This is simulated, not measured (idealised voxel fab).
Herein follows the process module entitled voxel wiring stack.
Displayed cross-section: cut, width of 270 nm, square cells sized 5 nm.
In this document a cross-section is written as a grid of square cells. It is given as a series of bands, listed from the top down, and a band is one or more rows of cells.
Heads up on the band format: heights come first, top then bottom, in nm. After that it's the materials left to right, each with its width in nm. A single material flagged "edge to edge" fills the whole band edge to edge, and "blank" means there's empty space there.
Heights are expressed relative to 0, this being the level below which the as-received wafer comprises one material exclusively. The lowest band is unbounded in the downward direction and is denoted as in "0 and below".
Note: "30..40" means the width goes from the first number (top row of the band) to the second number (bottom row) in equal steps per row of cells.
Any step labelled "nothing got changed" changed none of the cells in the cross-section.
Empty spaces counting at least 8 cells and having no open way to the top are listed in "Unvented cavities". The notation width x height at distance is used for each, the distance being from the left edge and all three values in nm.
Text after the settings on a step's line: the simulator's own remark on that step.
A step line may carry the setting "overlay nm", which, for steps involving a mask, states the distance by which the mask lay to the right of its intended position; negative values denote displacement to the left.

# Below is the list of planned process steps
| 1 | RECEIVE,material Si |
| 2 | CONFORMAL_DEP,material SiO2,thk nm 15 |
| 3 | CONFORMAL_DEP,material SiN,thk nm 5 |
| 4 | DIRECTIONAL_DEP,material lowk,thk nm 15 |
| 5 | PATTERN,tone open,mask id METAL_1,material resist,width nm 30,pitch nm 60,thk nm 20,overlay nm 0 |
| 6 | DIRECTIONAL_ETCH,etch materials lowk,depth nm 15 |
| 7 | DIRECTIONAL_ETCH,etch materials SiN,depth nm 5 |
| 8 | STRIP,etch materials resist |
| 9 | CONFORMAL_DEP,material TiN,thk nm 5 |
| 10 | FILL_DEP,material Cu,thk nm 5 |
| 11 | CMP,height nm 35 |
| 12 | CONFORMAL_DEP,material SiCN,thk nm 5 |
| 13 | DIRECTIONAL_DEP,material lowk,thk nm 30 |
| 14 | DIRECTIONAL_DEP,material aC,thk nm 10 |
| 15 | PATTERN,tone open,mask id METAL_2,material resist,width nm 30,pitch nm 60,thk nm 25,overlay nm 0 |
| 16 | DIRECTIONAL_ETCH,etch materials aC,depth nm 10 |
| 17 | STRIP,etch materials resist |
| 18 | DIRECTIONAL_ETCH,etch materials lowk,depth nm 20 |
| 19 | STRIP,etch materials aC |
| 20 | MASKED_ETCH,tone open,mask id METAL_2_HOLES,width nm 15,pitch nm 60,etch materials lowk,depth nm 10,overlay nm 0 |
| 21 | MASKED_ETCH,tone open,mask id METAL_2_HOLES,width nm 15,pitch nm 60,etch materials SiCN,depth nm 5,overlay nm 0 |
| 22 | CONFORMAL_DEP,material TiN,thk nm 5 |
| 23 | FILL_DEP,material Cu,thk nm 5 |
| 24 | CMP,height nm 70 |
| 25 | CONFORMAL_DEP,material SiCN,thk nm 5 |
| 26 | DIRECTIONAL_DEP,material lowk,thk nm 30 |
| 27 | DIRECTIONAL_DEP,material aC,thk nm 10 |
| 28 | PATTERN,tone open,mask id METAL_3_HOLES,material resist,width nm 15,pitch nm 120,thk nm 25,overlay nm 0 |
| 29 | DIRECTIONAL_ETCH,etch materials aC,depth nm 10 |
| 30 | STRIP,etch materials resist |
| 31 | DIRECTIONAL_ETCH,etch materials lowk,depth nm 30 |
| 32 | STRIP,etch materials aC |
| 33 | DIRECTIONAL_DEP,material aC,thk nm 10 |
| 34 | PATTERN,tone open,mask id METAL_3,material resist,width nm 30,pitch nm 60,thk nm 25,overlay nm 0 |
| 35 | DIRECTIONAL_ETCH,etch materials aC,depth nm 10 |
| 36 | STRIP,etch materials resist |
| 37 | DIRECTIONAL_ETCH,etch materials lowk,depth nm 15 |
| 38 | DIRECTIONAL_ETCH,etch materials SiCN,depth nm 5 |
| 39 | STRIP,etch materials aC |
| 40 | CONFORMAL_DEP,material TiN,thk nm 5 |
| 41 | FILL_DEP,material Cu,thk nm 5 |
| 42 | CMP,height nm 105 |
| 43 | CONFORMAL_DEP,material SiCN,thk nm 5 |

# Cross-section: wafer on arrival = after step 1
	0 and below = Si edge to edge
	Unvented cavities: none

# The following cross-section depicts the wafer upon conclusion of the module. Processing commenced from the starting condition illustrated above and adhered to the plan illustrated above, save for one mistake in execution
	110 down to 105 = SiCN edge to edge
	105 down to 95 = lowk=30; TiN=5; Cu=20; TiN=5; lowk=30; TiN=5; Cu=20; TiN=5; lowk=30; TiN=5; Cu=20; TiN=5; lowk=30; TiN=5; Cu=20; TiN=5; lowk=30
	95 down to 90 = lowk=30; TiN=5; Cu=5; TiN=20; lowk=30; TiN=30; lowk=30; TiN=5; Cu=5; TiN=20; lowk=30; TiN=30; lowk=30
	90 down to 75 = lowk=30; TiN=5; Cu=5; TiN=5; lowk=105; TiN=5; Cu=5; TiN=5; lowk=105
	75 down to 70 = SiCN=30; TiN=15; SiCN=105; TiN=15; SiCN=105
	70 down to 55 = lowk=30; TiN=5; Cu=20; TiN=5; lowk=30; TiN=5; Cu=20; TiN=5; lowk=30; TiN=5; Cu=20; TiN=5; lowk=30; TiN=5; Cu=20; TiN=5; lowk=30
	55 down to 50 = lowk=30; TiN=5; Cu=5; TiN=20; lowk=30; TiN=5; Cu=5; TiN=20; lowk=30; TiN=5; Cu=5; TiN=20; lowk=30; TiN=5; Cu=5; TiN=20; lowk=30
	50 down to 40 = lowk=30; TiN=5; Cu=5; TiN=5; lowk=45; TiN=5; Cu=5; TiN=5; lowk=45; TiN=5; Cu=5; TiN=5; lowk=45; TiN=5; Cu=5; TiN=5; lowk=45
	40 down to 35 = SiCN=30; TiN=15; SiCN=45; TiN=15; SiCN=45; TiN=15; SiCN=45; TiN=15; SiCN=45
	35 down to 30 = SiN=30; TiN=30; SiN=30; TiN=30; SiN=30; TiN=30; SiN=30; TiN=30; SiN=30
	30 down to 15 = lowk edge to edge
	15 down to 0 = SiO2 edge to edge
	0 and below = Si edge to edge
	Unvented cavities: none
What was the processing mistake? deviation from plan: step 4 and step 3 executed in one another's positions
